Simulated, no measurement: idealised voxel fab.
Process module under the name voxel trench capacitor
FYI the section here is cut, 275 nm wide, cells are 5 nm squares.
Cross-section, as written here: a square-cell grid given band by band from the top down, where a band holds one or more rows of cells.
Heights first: top, then bottom, in nm. Then materials, left to right, each with a width in nm. "everywhere" on a single material: fills the band edge to edge. "blank": empty space.
The reference from which all heights are counted is 0, the level beneath which the as-received wafer is entirely one material; the lowest band, having no lower bound, proceeds downward and is written after the example "0 down".
The width entry "30..40" should be interpreted row by row: the top row of cells in the band takes the first number, the bottom row takes the second number, and the change between adjacent rows is uniform throughout.
Take "identical to before" at face value: in the step it is given for, the cross-section changed in none of its cells.
Under "Voids lacking openings" you'll find the enclosed gaps, the ones with no way out to the top, that are 8 cells or bigger; each reads width x height at distance, with distance counted from the left edge, everything in nm.
It should be noted that, on the line of a given step, the content following the step's settings is a remark produced by the simulator itself with respect to that step.
Each step line may optionally specify "overlay nm", which for a step with a mask gives the rightward distance between the mask's planned place and where it lay, a negative value indicating the leftward direction.

-- Here's what the planned process steps look like
step 1: RECEIVE (material Si)
step 2: CONFORMAL_DEP (material SiN; thk nm 10)
step 3: PATTERN (tone open; mask id TRENCH; material resist; width nm 20; pitch nm 50; thk nm 15; overlay nm 0)
step 4: DIRECTIONAL_ETCH (etch materials SiN; depth nm 10)
step 5: DIRECTIONAL_ETCH (etch materials Si; depth nm 30)
step 6: STRIP (etch materials resist)
step 7: CONFORMAL_DEP (material Al2O3; thk nm 5)
step 8: FILL_DEP (material polySi; thk nm 10)
step 9: CMP (height nm 10)

-- Below: the first of two wafers, run as planned

-- As received (post step 1): cross-section
    0 down | Si everywhere
    Voids lacking openings: none

-- Cross-section of the wafer subsequent to step 2
    10 to 0 | SiN everywhere
    No changes below 0.

-- Cross-section of the wafer subsequent to step 3
    25 to 10 | resist 100; blank 20; resist 30; blank 20; resist 105
    No changes below 10.

-- Cross-section of the wafer subsequent to step 4
    25 to 10 | resist 100; blank 20; resist 30; blank 20; resist 105
    10 to 0 | SiN 100; blank 20; SiN 30; blank 20; SiN 105
    No changes below 0.

-- Cross-section of the wafer subsequent to step 5
    25 to 10 | resist 100; blank 20; resist 30; blank 20; resist 105
    10 to 0 | SiN 100; blank 20; SiN 30; blank 20; SiN 105
    0 to -30 | Si 100; blank 20; Si 30; blank 20; Si 105
    No changes below -30.

-- Cross-section of the wafer subsequent to step 6
    10 to 0 | SiN 100; blank 20; SiN 30; blank 20; SiN 105
    No changes below 0.

-- Cross-section of the wafer subsequent to step 7
    15 to 10 | Al2O3 105; blank 10; Al2O3 40; blank 10; Al2O3 110
    10 to 0 | SiN 100; Al2O3 5; blank 10; Al2O3 5; SiN 30; Al2O3 5; blank 10; Al2O3 5; SiN 105
    0 to -25 | Si 100; Al2O3 5; blank 10; Al2O3 5; Si 30; Al2O3 5; blank 10; Al2O3 5; Si 105
    -25 to -30 | Si 100; Al2O3 20; Si 30; Al2O3 20; Si 105
    No changes below -30.

-- Cross-section of the wafer subsequent to step 8
    25 to 15 | polySi everywhere
    15 to 10 | Al2O3 105; polySi 10; Al2O3 40; polySi 10; Al2O3 110
    10 to 0 | SiN 100; Al2O3 5; polySi 10; Al2O3 5; SiN 30; Al2O3 5; polySi 10; Al2O3 5; SiN 105
    0 to -25 | Si 100; Al2O3 5; polySi 10; Al2O3 5; Si 30; Al2O3 5; polySi 10; Al2O3 5; Si 105
    No changes below -25.

-- Cross-section of the wafer subsequent to step 9
    10 to 0 | SiN 100; Al2O3 5; polySi 10; Al2O3 5; SiN 30; Al2O3 5; polySi 10; Al2O3 5; SiN 105
    No changes below 0.

-- Regarding the second of the two wafers: it shared the first wafer's starting condition and process plan, yet one error occurred during its execution. Its history coincides with that of the first wafer up to and including step 8

At the planned end of step 9, the second wafer in cross-section: identical to before
Run error: step 9 of the plan was bypassed and not carried out
Counted in cells at the end, the second wafer holds more or fewer of these materials than the first: 51 more of Al2O3 | 114 more of polySi
